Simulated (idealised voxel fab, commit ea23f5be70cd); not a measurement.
Documented hereafter: the process module known as voxel capacitor over wiring.
Cross-sectional view cut (width: 265 nm; square cell size: 5 nm).
How to read a cross-section here: the picture is a grid of square cells, written as bands going from the top down, and any band can span one or more rows of cells. Band: top height; bottom height; in nm. Then, left to right: material with width in nm, for each material. "throughout": a single material spanning edge to edge. "blank": empty space. It should be noted that heights are counted from 0, beneath which the wafer as supplied is of one material throughout, and that the lowest band possesses no lower boundary but continues downward, as written in "0 nm and below". Width: "30..40" (first number = top row, second number = bottom row, same change from row to row of cells). "no modifications" for a step: no cell of the cross-section changed in that step. Voids not open to the top, 8 cells minimum: see "Enclosed void entries". Written width x height at distance; distance is from the left edge; nm. Step line, after settings: the simulator's comment on this step. overlay nm: mask right of planned place by this much (step with mask). Neg. = left.

## plan
1. op RECEIVE | material Si
2. op CONFORMAL_DEP | material SiO2 | thk nm 15
3. op DIRECTIONAL_DEP | material TiN | thk nm 5
4. op DIRECTIONAL_DEP | material W | thk nm 15
5. op DIRECTIONAL_DEP | material aC | thk nm 10
6. op PATTERN | tone cover | mask id METAL_1 | material resist | width nm 25 | pitch nm 90 | thk nm 25 | overlay nm 0
7. op DIRECTIONAL_ETCH | etch materials aC | depth nm 10
8. op STRIP | etch materials resist
9. op DIRECTIONAL_ETCH | etch materials W | depth nm 15
10. op DIRECTIONAL_ETCH | etch materials TiN | depth nm 5
11. op STRIP | etch materials aC
12. op CONFORMAL_DEP | material SiN | thk nm 5
13. op FILL_DEP | material SiO2 | thk nm 5
14. op CMP | height nm 35
15. op CONFORMAL_DEP | material SiCN | thk nm 5
16. op DIRECTIONAL_DEP | material lowk | thk nm 10
17. op MASKED_ETCH | tone open | mask id PLUG_1 | width nm 15 | etch materials lowk | depth nm 10 | overlay nm 0
18. op MASKED_ETCH | tone open | mask id PLUG_1 | width nm 15 | etch materials SiCN | depth nm 5 | overlay nm 0
19. op CONFORMAL_DEP | material TiN | thk nm 5
20. op FILL_DEP | material Cu | thk nm 5
21. op CMP | height nm 50
22. op DIRECTIONAL_DEP | material TiN | thk nm 10
23. op DIRECTIONAL_DEP | material SiN | thk nm 5
24. op DIRECTIONAL_DEP | material TiN | thk nm 10
25. op MASKED_ETCH | tone cover | mask id UPPER_PLATE | width nm 70 | etch materials TiN | depth nm 10 | overlay nm 0
26. op MASKED_ETCH | tone cover | mask id UPPER_PLATE | width nm 70 | etch materials SiN | depth nm 5 | overlay nm 0
27. op DIRECTIONAL_DEP | material aC | thk nm 10
28. op PATTERN | tone cover | mask id LOWER_PLATE | material resist | width nm 80 | thk nm 30 | overlay nm 0
29. op DIRECTIONAL_ETCH | etch materials aC | depth nm 10
30. op STRIP | etch materials resist
31. op DIRECTIONAL_ETCH | etch materials TiN | depth nm 10
32. op STRIP | etch materials aC
33. op FILL_DEP | material SiO2 | thk nm 15
34. op CMP | height nm 85
35. op PATTERN | tone open | mask id PLUG_2 | material resist | width nm 15 | thk nm 15 | overlay nm 0
36. op DIRECTIONAL_ETCH | etch materials SiO2 | depth nm 10
37. op STRIP | etch materials resist
38. op CONFORMAL_DEP | material TiN | thk nm 5
39. op FILL_DEP | material W | thk nm 5
40. op CMP | height nm 85
41. op CONFORMAL_DEP | material SiCN | thk nm 5

## as received, after step 1
	0 nm and below | Si throughout
	Enclosed void entries: none

## The first of two wafers, cross-sectioned at the end of the module, with the run proceeding as planned
	90 nm to 85 nm | SiCN throughout
	85 nm to 80 nm | 95 nm SiO2, then 5 nm TiN, then 5 nm W, then 5 nm TiN, then 155 nm SiO2
	80 nm to 75 nm | 95 nm SiO2, then 15 nm TiN, then 155 nm SiO2
	75 nm to 65 nm | 85 nm SiO2, then 70 nm TiN, then 110 nm SiO2
	65 nm to 60 nm | 85 nm SiO2, then 70 nm SiN, then 110 nm SiO2
	60 nm to 50 nm | 80 nm SiO2, then 80 nm TiN, then 105 nm SiO2
	50 nm to 40 nm | 85 nm lowk, then 5 nm TiN, then 5 nm Cu, then 5 nm TiN, then 165 nm lowk
	40 nm to 35 nm | 85 nm SiCN, then 15 nm TiN, then 165 nm SiCN
	35 nm to 20 nm | 70 nm SiO2, then 5 nm SiN, then 25 nm W, then 5 nm SiN, then 55 nm SiO2, then 5 nm SiN, then 25 nm W, then 5 nm SiN, then 70 nm SiO2
	20 nm to 15 nm | 75 nm SiN, then 25 nm TiN, then 65 nm SiN, then 25 nm TiN, then 75 nm SiN
	15 nm to 0 nm | SiO2 throughout
	0 nm and below | Si throughout
	Enclosed void entries: none

## This is the second of the two wafers, cross-sectioned at the end of the module; it started exactly like the first and was given the same plan, but it was run with one mistake
	90 nm to 85 nm | SiCN throughout
	85 nm to 80 nm | 95 nm SiO2, then 5 nm TiN, then 5 nm W, then 5 nm TiN, then 155 nm SiO2
	80 nm to 75 nm | 95 nm SiO2, then 15 nm TiN, then 155 nm SiO2
	75 nm to 65 nm | 85 nm SiO2, then 70 nm TiN, then 110 nm SiO2
	65 nm to 60 nm | 85 nm SiO2, then 70 nm SiN, then 110 nm SiO2
	60 nm to 50 nm | 80 nm SiO2, then 80 nm TiN, then 105 nm SiO2
	50 nm to 40 nm | 85 nm lowk, then 5 nm TiN, then 5 nm Cu, then 5 nm TiN, then 165 nm lowk
	40 nm to 35 nm | 85 nm SiCN, then 15 nm TiN, then 165 nm SiCN
	35 nm to 30 nm | 75 nm SiN, then 25 nm TiN, then 65 nm SiN, then 25 nm TiN, then 75 nm SiN
	30 nm to 0 nm | SiO2 throughout
	0 nm and below | Si throughout
	Enclosed void entries: none
Misprocessing identified: plan step 2 ran twice
Per the end-of-run cell counts, the second wafer holds more or fewer of some materials than the first: SiN: 12 fewer | SiO2: 42 more | W: 30 fewer
